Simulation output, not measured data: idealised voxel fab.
process module | voxel ribs on slabs
cross-section cut | 175 nm wide | cells 5 nm
A cross-section is a grid of square cells, given in bands from the top down. A band is one or more rows of cells.
Each band's line starts with the height of the band's top and of its bottom, in nm. Then come its materials from left to right, each with its width in nm. One material with "throughout" fills the band from edge to edge. "air" is empty space.
Height 0 is the level under which the wafer as received is all one material. The lowest band goes on downwards, as in "0 down".
A width such as "30 to 40" changes by the same amount from each row of cells to the next, from the band's top row to its bottom row.
"no change" after a step means that no cell of the cross-section changed.
closed voids: empty space of 8 cells or more with no open way to the top, each as width x height at its distance from the left edge, in nm
after a step's settings: what the simulator itself notes on the step
overlay nm, on a step with a mask: how far to the right of its planned place the mask lay; to the left if negative
plan
1 op RECEIVE | material Si
2 op DIRECTIONAL_DEP | material SiO2 | thk nm 20
3 op DIRECTIONAL_DEP | material polySi | thk nm 15
4 op DIRECTIONAL_DEP | material aC | thk nm 15
5 op PATTERN | tone cover | mask id RIB | material resist | width nm 30 | thk nm 35 | overlay nm 0
6 op DIRECTIONAL_ETCH | etch materials aC | depth nm 15
7 op STRIP | etch materials resist
8 op DIRECTIONAL_ETCH | etch materials polySi | depth nm 10
9 op STRIP | etch materials aC
10 op MASKED_ETCH | tone cover | mask id SLAB | width nm 70 | etch materials polySi | depth nm 5 | overlay nm 0
11 op FILL_DEP | material SiO2 | thk nm 20
12 op CMP | height nm 45
13 op DIRECTIONAL_DEP | material W | thk nm 10
14 op DIRECTIONAL_DEP | material aC | thk nm 15
15 op PATTERN | tone cover | mask id HEATER | material resist | width nm 40 | thk nm 35 | overlay nm 0
16 op DIRECTIONAL_ETCH | etch materials aC | depth nm 15
17 op STRIP | etch materials resist
18 op DIRECTIONAL_ETCH | etch materials W | depth nm 10
19 op STRIP | etch materials aC
20 op CONFORMAL_DEP | material SiO2 | thk nm 10
first wafer, as planned
as received, after step 1
  0 down: Si throughout
  closed voids: none
after step 2
  20 to 0: SiO2 throughout
  below 0: unchanged
after step 3
  35 to 20: polySi throughout
  below 20: unchanged
after step 4
  50 to 35: aC throughout
  below 35: unchanged
after step 5
  85 to 50: air 70 | resist 30 | air 75
  below 50: unchanged
after step 6
  70 to 50: air 70 | resist 30 | air 75
  50 to 35: air 70 | aC 30 | air 75
  below 35: unchanged
after step 7
  50 to 35: air 70 | aC 30 | air 75
  below 35: unchanged
after step 8
  50 to 35: air 70 | aC 30 | air 75
  35 to 25: air 70 | polySi 30 | air 75
  below 25: unchanged
after step 9
  35 to 25: air 70 | polySi 30 | air 75
  below 25: unchanged
after step 10
  35 to 25: air 70 | polySi 30 | air 75
  25 to 20: air 50 | polySi 70 | air 55
  below 20: unchanged
after step 11
  55 to 35: SiO2 throughout
  35 to 25: SiO2 70 | polySi 30 | SiO2 75
  25 to 20: SiO2 50 | polySi 70 | SiO2 55
  below 20: unchanged
after step 12
  45 to 35: SiO2 throughout
  below 35: unchanged
after step 13
  55 to 45: W throughout
  below 45: unchanged
after step 14
  70 to 55: aC throughout
  below 55: unchanged
after step 15
  105 to 70: air 65 | resist 40 | air 70
  below 70: unchanged
after step 16
  90 to 70: air 65 | resist 40 | air 70
  70 to 55: air 65 | aC 40 | air 70
  below 55: unchanged
after step 17
  70 to 55: air 65 | aC 40 | air 70
  below 55: unchanged
after step 18
  70 to 55: air 65 | aC 40 | air 70
  55 to 45: air 65 | W 40 | air 70
  below 45: unchanged
after step 19
  55 to 45: air 65 | W 40 | air 70
  below 45: unchanged
after step 20
  65 to 55: air 55 | SiO2 60 | air 60
  55 to 45: SiO2 65 | W 40 | SiO2 70
  below 45: unchanged
second wafer: like start, like plan, one mistake. Through step 4 it matches the first wafer
when step 5 should have ended
  85 to 50: resist 70 | air 30 | resist 75
  below 50: unchanged
when step 6 should have ended
  70 to 50: resist 70 | air 30 | resist 75
  50 to 35: aC 70 | air 30 | aC 75
  below 35: unchanged
when step 7 should have ended
  50 to 35: aC 70 | air 30 | aC 75
  below 35: unchanged
when step 8 should have ended
  50 to 35: aC 70 | air 30 | aC 75
  35 to 25: polySi 70 | air 30 | polySi 75
  below 25: unchanged
when step 9 should have ended
  35 to 25: polySi 70 | air 30 | polySi 75
  below 25: unchanged
when step 10 should have ended
  35 to 30: air 50 | polySi 20 | air 30 | polySi 20 | air 55
  below 30: unchanged
when step 11 should have ended
  55 to 35: SiO2 throughout
  35 to 30: SiO2 50 | polySi 20 | SiO2 30 | polySi 20 | SiO2 55
  30 to 25: polySi 70 | SiO2 30 | polySi 75
  below 25: unchanged
when step 12 should have ended
  45 to 35: SiO2 throughout
  below 35: unchanged
when step 13 should have ended
  55 to 45: W throughout
  below 45: unchanged
when step 14 should have ended
  70 to 55: aC throughout
  below 55: unchanged
when step 15 should have ended
  105 to 70: air 65 | resist 40 | air 70
  below 70: unchanged
when step 16 should have ended
  90 to 70: air 65 | resist 40 | air 70
  70 to 55: air 65 | aC 40 | air 70
  below 55: unchanged
when step 17 should have ended
  70 to 55: air 65 | aC 40 | air 70
  below 55: unchanged
when step 18 should have ended
  70 to 55: air 65 | aC 40 | air 70
  55 to 45: air 65 | W 40 | air 70
  below 45: unchanged
when step 19 should have ended
  55 to 45: air 65 | W 40 | air 70
  below 45: unchanged
when step 20 should have ended
  65 to 55: air 55 | SiO2 60 | air 60
  55 to 45: SiO2 65 | W 40 | SiO2 70
  below 45: unchanged
what went wrong: step 5 ran as: op PATTERN | tone open | mask id RIB | material resist | width nm 30 | thk nm 35 | overlay nm 0
at the end the second wafer has, in cells: 46 fewer of SiO2 | 46 more of polySi
